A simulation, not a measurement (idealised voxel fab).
The process module that follows is named voxel local oxidation.
The width of the displayed cross-section, cut, is 270 nm; its cells are square, with a size of 5 nm.
When this document writes out a cross-section, it uses a grid of square cells and lists it as bands, beginning at the top and moving down, with a band standing for one or more rows of cells. Band: top height; bottom height; in nm. Then, left to right: material with width in nm, for each material. "everywhere": a single material spanning edge to edge. "empty": empty space. Heights from 0 (as-received wafer is one material below). Bottom band endless downward, as "0 nm and below". The two numbers in a width such as "30->40" mark its ends across the band: the first belongs to the top row of cells, the second to the bottom row, and from each row to the next the width moves by the same amount. Step marked "nothing different"? Then no cell in the cross-section changed in it. In "Entrapped void list" the enclosed voids are listed, meaning empty spaces of 8 cells or larger without any opening to the top. The form is width x height at distance, distance from the left edge, units nm. Formally, on a step line, whatever follows the settings is a remark that the simulator itself makes on the step. "overlay nm", when on a step's line for a step with a mask, measures how far to the right of its planned place the mask lay; a negative measure means to the left.
The process steps that were planned are listed below:
1) RECEIVE [material Si]
2) OXIDIZE [depth nm 5]
3) CONFORMAL_DEP [material SiN] [thk nm 10]
4) MASKED_ETCH [tone cover] [mask id ACTIVE] [width nm 100] [etch materials SiN] [depth nm 10] [overlay nm 0]
5) SELECTIVE_ETCH [etch materials SiO2] [depth nm 5]
6) OXIDIZE [depth nm 15]
7) STRIP [etch materials SiN]
First of two wafers - as planned:
Wafer as received: cross-section following step 1:
  0 nm and below | Si everywhere
  Entrapped void list: none
Wafer section view after processing step 2:
  0 nm to -5 nm | SiO2 everywhere
  Everything under -5 stays put, no change at all.
Wafer section view after processing step 3:
  10 nm to 0 nm | SiN everywhere
  Everything under 0 stays put, no change at all.
Wafer section view after processing step 4:
  10 nm to 0 nm | empty (85), SiN (100), empty (85)
  Everything under 0 stays put, no change at all.
Wafer section view after processing step 5:
  10 nm to 0 nm | empty (85), SiN (100), empty (85)
  0 nm to -5 nm | empty (90), SiO2 (90), empty (90)
  Everything under -5 stays put, no change at all.
Wafer section view after processing step 6:
  10 nm to 0 nm | empty (85), SiN (100), empty (85)
  0 nm to -5 nm | empty (90), SiO2 (90), empty (90)
  -5 nm to -20 nm | SiO2 (105), Si (60), SiO2 (105)
  Everything under -20 stays put, no change at all.
Wafer section view after processing step 7:
  0 nm to -5 nm | empty (90), SiO2 (90), empty (90)
  Everything under -5 stays put, no change at all.
Notes, second wafer: start = first wafer's, plan = first wafer's, execution had one mistake; history identical to first through step 2:
when step 3 should have ended: nothing different
when step 4 should have ended: nothing different
When step 5 should have ended:
  -5 nm and below | Si everywhere
When step 6 should have ended:
  -5 nm to -20 nm | SiO2 everywhere
  Everything under -20 stays put, no change at all.
when step 7 should have ended: nothing different
Heads up, the wafer didn't run the way we planned it: it should be noted that step 3 of the plan was omitted and was not performed
At the finish, the second wafer shows more or fewer cells for some materials than the first does: 36 fewer of Si, 18 more of SiO2
